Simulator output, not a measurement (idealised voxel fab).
process module | voxel released beams
cross-section cut | 200 nm wide | cells 5 nm
A cross-section is a grid of square cells, given in bands from the top down. A band is one or more rows of cells.
Each band's line starts with the height of the band's top and of its bottom, in nm. Then come its materials from left to right, each with its width in nm. One material with "throughout" fills the band from edge to edge. "air" is empty space.
Height 0 is the level under which the wafer as received is all one material. The lowest band goes on downwards, as in "0 down".
A width such as "30 to 40" changes by the same amount from each row of cells to the next, from the band's top row to its bottom row.
"no change" after a step means that no cell of the cross-section changed.
closed voids: empty space of 8 cells or more with no open way to the top, each as width x height at its distance from the left edge, in nm
after a step's settings: what the simulator itself notes on the step
overlay nm, on a step with a mask: how far to the right of its planned place the mask lay; to the left if negative
plan
1 op RECEIVE | material Si
2 op CONFORMAL_DEP | material Al2O3 | thk nm 5
3 op DIRECTIONAL_DEP | material SiO2 | thk nm 15
4 op DIRECTIONAL_DEP | material aC | thk nm 10
5 op PATTERN | tone open | mask id ANCHOR | material resist | width nm 25 | thk nm 30 | overlay nm 0
6 op DIRECTIONAL_ETCH | etch materials aC | depth nm 10
7 op STRIP | etch materials resist
8 op DIRECTIONAL_ETCH | etch materials SiO2 | depth nm 15
9 op STRIP | etch materials aC
10 op CONFORMAL_DEP | material W | thk nm 10
11 op PATTERN | tone cover | mask id BEAM | material resist | width nm 70 | thk nm 15 | overlay nm 0
12 op DIRECTIONAL_ETCH | etch materials W | depth nm 10
13 op STRIP | etch materials resist
14 op STRIP | etch materials SiO2
first wafer, as planned
as received, after step 1
  0 down: Si throughout
  closed voids: none
after step 2
  5 to 0: Al2O3 throughout
  below 0: unchanged
after step 3
  20 to 5: SiO2 throughout
  below 5: unchanged
after step 4
  30 to 20: aC throughout
  below 20: unchanged
after step 5
  60 to 30: resist 65 | air 25 | resist 110
  below 30: unchanged
after step 6
  50 to 30: resist 65 | air 25 | resist 110
  30 to 20: aC 65 | air 25 | aC 110
  below 20: unchanged
after step 7
  30 to 20: aC 65 | air 25 | aC 110
  below 20: unchanged
after step 8
  30 to 20: aC 65 | air 25 | aC 110
  20 to 5: SiO2 65 | air 25 | SiO2 110
  below 5: unchanged
after step 9
  20 to 5: SiO2 65 | air 25 | SiO2 110
  below 5: unchanged
after step 10
  30 to 20: W 75 | air 5 | W 120
  20 to 15: SiO2 65 | W 10 | air 5 | W 10 | SiO2 110
  15 to 5: SiO2 65 | W 25 | SiO2 110
  below 5: unchanged
after step 11
  45 to 30: air 60 | resist 70 | air 70
  30 to 20: W 75 | resist 5 | W 120
  20 to 15: SiO2 65 | W 10 | resist 5 | W 10 | SiO2 110
  below 15: unchanged
after step 12
  45 to 30: air 60 | resist 70 | air 70
  30 to 20: air 60 | W 15 | resist 5 | W 50 | air 70
  below 20: unchanged
after step 13
  30 to 20: air 60 | W 15 | air 5 | W 50 | air 70
  20 to 15: SiO2 65 | W 10 | air 5 | W 10 | SiO2 110
  below 15: unchanged
after step 14
  30 to 20: air 60 | W 15 | air 5 | W 50 | air 70
  20 to 15: air 65 | W 10 | air 5 | W 10 | air 110
  15 to 5: air 65 | W 25 | air 110
  below 5: unchanged
second wafer: like start, like plan, one mistake. Through step 1 it matches the first wafer
when step 2 should have ended: no change
when step 3 should have ended
  15 to 0: SiO2 throughout
  below 0: unchanged
when step 4 should have ended
  25 to 15: aC throughout
  below 15: unchanged
when step 5 should have ended
  55 to 25: resist 65 | air 25 | resist 110
  below 25: unchanged
when step 6 should have ended
  45 to 25: resist 65 | air 25 | resist 110
  25 to 15: aC 65 | air 25 | aC 110
  below 15: unchanged
when step 7 should have ended
  25 to 15: aC 65 | air 25 | aC 110
  below 15: unchanged
when step 8 should have ended
  25 to 15: aC 65 | air 25 | aC 110
  15 to 0: SiO2 65 | air 25 | SiO2 110
  below 0: unchanged
when step 9 should have ended
  15 to 0: SiO2 65 | air 25 | SiO2 110
  below 0: unchanged
when step 10 should have ended
  25 to 15: W 75 | air 5 | W 120
  15 to 10: SiO2 65 | W 10 | air 5 | W 10 | SiO2 110
  10 to 0: SiO2 65 | W 25 | SiO2 110
  below 0: unchanged
when step 11 should have ended
  40 to 25: air 60 | resist 70 | air 70
  25 to 15: W 75 | resist 5 | W 120
  15 to 10: SiO2 65 | W 10 | resist 5 | W 10 | SiO2 110
  below 10: unchanged
when step 12 should have ended
  40 to 25: air 60 | resist 70 | air 70
  25 to 15: air 60 | W 15 | resist 5 | W 50 | air 70
  below 15: unchanged
when step 13 should have ended
  25 to 15: air 60 | W 15 | air 5 | W 50 | air 70
  15 to 10: SiO2 65 | W 10 | air 5 | W 10 | SiO2 110
  below 10: unchanged
when step 14 should have ended
  25 to 15: air 60 | W 15 | air 5 | W 50 | air 70
  15 to 10: air 65 | W 10 | air 5 | W 10 | air 110
  10 to 0: air 65 | W 25 | air 110
  below 0: unchanged
what went wrong: step 2 was left out
at the end the second wafer has, in cells: 40 fewer of Al2O3
